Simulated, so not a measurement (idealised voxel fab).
This is a process module. Its name is voxel gate over fins.
Cross-section cut: width 160 nm, square cells of 5 nm.
This document writes a cross-section as a grid whose cells are square, and gives it as bands, listed from the top down; one or more rows of cells form a band. Within each band entry, the heights of the top and of the bottom of the band appear first, in that order and in nm; the materials of the band then follow from left to right, each with its corresponding width in nm. The designation "edge to edge" on a single material indicates that it fills the band from edge to edge; the designation "empty" indicates empty space. For the purposes of this specification, 0 denotes the height below which the wafer in its as-received condition is composed wholly of one material, and the lowermost band, lacking a lower limit, extends downward without end, as expressed in "0 nm and below". A two-number width, for instance "30->40", indicates that the width is equal to the first number in the top row of the band and to the second number in the bottom row, and that it changes by a constant amount per row of cells. A step reported as "nothing changed" is a step in which no cell of the cross-section changed. Heads up: "Enclosed internal cavities" only lists the empty pockets with no open path to the top that are 8 cells or more, and it writes them as width x height at distance, distance from the left edge, in nm. Note: text after step settings on the step line = simulator remark on that step. A step line may carry the setting "overlay nm", which, for steps involving a mask, states the distance by which the mask lay to the right of its intended position; negative values denote displacement to the left.
### Process steps foreseen in the plan
1. RECEIVE with material Si
2. CONFORMAL_DEP with material SiN, thk nm 5
3. MASKED_ETCH with tone cover, mask id FINS, width nm 15, pitch nm 55, etch materials SiN, depth nm 5, overlay nm 0
4. MASKED_ETCH with tone cover, mask id FINS, width nm 15, pitch nm 55, etch materials Si, depth nm 35, overlay nm 0
5. OXIDIZE with depth nm 5
6. FILL_DEP with material SiO2, thk nm 5
7. CMP with height nm 5
8. PATTERN with tone open, mask id RAIL, material resist, width nm 15, thk nm 15, overlay nm 0
9. DIRECTIONAL_ETCH with etch materials SiO2, depth nm 35
10. STRIP with etch materials resist
11. CONFORMAL_DEP with material TiN, thk nm 5
12. FILL_DEP with material W, thk nm 10
13. CMP with height nm 5
14. SELECTIVE_ETCH with etch materials W Ru TiN, depth nm 25
15. FILL_DEP with material SiO2, thk nm 5
16. CMP with height nm 5
17. SELECTIVE_ETCH with etch materials SiO2, depth nm 20
18. STRIP with etch materials SiN
19. CONFORMAL_DEP with material HfO2, thk nm 5
20. CONFORMAL_DEP with material TiN, thk nm 5
21. CONFORMAL_DEP with material TiAl, thk nm 5
22. CONFORMAL_DEP with material TiN, thk nm 5
23. FILL_DEP with material W, thk nm 15
24. CMP with height nm 30
25. CONFORMAL_DEP with material SiN, thk nm 10
### Delivered wafer in cross-section: state after step 1
* 0 nm and below = Si edge to edge
* Enclosed internal cavities: none
### Module complete, cross-section. Starting point and plan per above. One mistake made in running the module
* 40 nm to 30 nm = SiN edge to edge
* 30 nm to 20 nm = W edge to edge
* 20 nm to 15 nm = TiN=45; W=10; TiN=45; W=10; TiN=45; W=5
* 15 nm to 10 nm = TiN=5; TiAl=35; TiN=5; W=10; TiN=5; TiAl=35; TiN=5; W=10; TiN=5; TiAl=35; TiN=5; W=5
* 10 nm to 5 nm = TiN=5; TiAl=5; TiN=25; TiAl=5; TiN=5; W=10; TiN=5; TiAl=5; TiN=25; TiAl=5; TiN=5; W=10; TiN=5; TiAl=5; TiN=25; TiAl=5; TiN=5; W=5
* 5 nm to 0 nm = TiN=5; TiAl=5; TiN=5; HfO2=15; TiN=5; TiAl=5; TiN=5; W=10; TiN=5; TiAl=5; TiN=5; HfO2=15; TiN=5; TiAl=5; TiN=5; W=10; TiN=5; TiAl=5; TiN=5; HfO2=15; TiN=5; TiAl=5; TiN=5; W=5
* 0 nm to -5 nm = TiN=5; TiAl=5; TiN=5; HfO2=5; Si=5; HfO2=5; TiN=5; TiAl=5; TiN=20; TiAl=5; TiN=5; HfO2=5; Si=5; HfO2=5; TiN=5; TiAl=5; TiN=5; W=10; TiN=5; TiAl=5; TiN=5; HfO2=5; Si=5; HfO2=5; TiN=5; TiAl=5; TiN=5; W=5
* -5 nm to -10 nm = TiN=5; TiAl=5; TiN=5; HfO2=5; Si=5; HfO2=5; TiN=5; TiAl=30; TiN=5; HfO2=5; Si=5; HfO2=5; TiN=5; TiAl=5; TiN=5; W=10; TiN=5; TiAl=5; TiN=5; HfO2=5; Si=5; HfO2=5; TiN=5; TiAl=5; TiN=5; W=5
* -10 nm to -15 nm = TiN=5; TiAl=5; TiN=5; HfO2=5; Si=5; HfO2=5; TiN=40; HfO2=5; Si=5; HfO2=5; TiN=5; TiAl=5; TiN=5; W=10; TiN=5; TiAl=5; TiN=5; HfO2=5; Si=5; HfO2=5; TiN=5; TiAl=5; TiN=5; W=5
* -15 nm to -20 nm = TiN=5; TiAl=5; TiN=5; HfO2=5; Si=5; HfO2=5; TiN=5; HfO2=25; TiN=10; HfO2=5; Si=5; HfO2=5; TiN=5; TiAl=5; TiN=20; TiAl=5; TiN=5; HfO2=5; Si=5; HfO2=5; TiN=5; TiAl=5; TiN=10
* -20 nm to -25 nm = TiAl=10; TiN=5; HfO2=5; Si=5; HfO2=5; TiN=5; HfO2=5; TiN=5; W=5; TiN=5; HfO2=5; TiN=10; HfO2=5; Si=5; HfO2=5; TiN=5; TiAl=30; TiN=5; HfO2=5; Si=5; HfO2=5; TiN=5; TiAl=15
* -25 nm to -30 nm = TiN=15; HfO2=5; Si=5; HfO2=5; TiN=5; HfO2=5; TiN=15; HfO2=5; TiN=10; HfO2=5; Si=5; HfO2=5; TiN=40; HfO2=5; Si=5; HfO2=5; TiN=20
* -30 nm to -35 nm = HfO2=20; Si=5; HfO2=20; SiO2=5; HfO2=25; Si=5; HfO2=50; Si=5; HfO2=25
* -35 nm to -40 nm = SiO2=20; Si=5; SiO2=50; Si=5; SiO2=50; Si=5; SiO2=25
* -40 nm and below = Si edge to edge
* Enclosed internal cavities: none
Short version of what went wrong: step 17, plan: ran twice
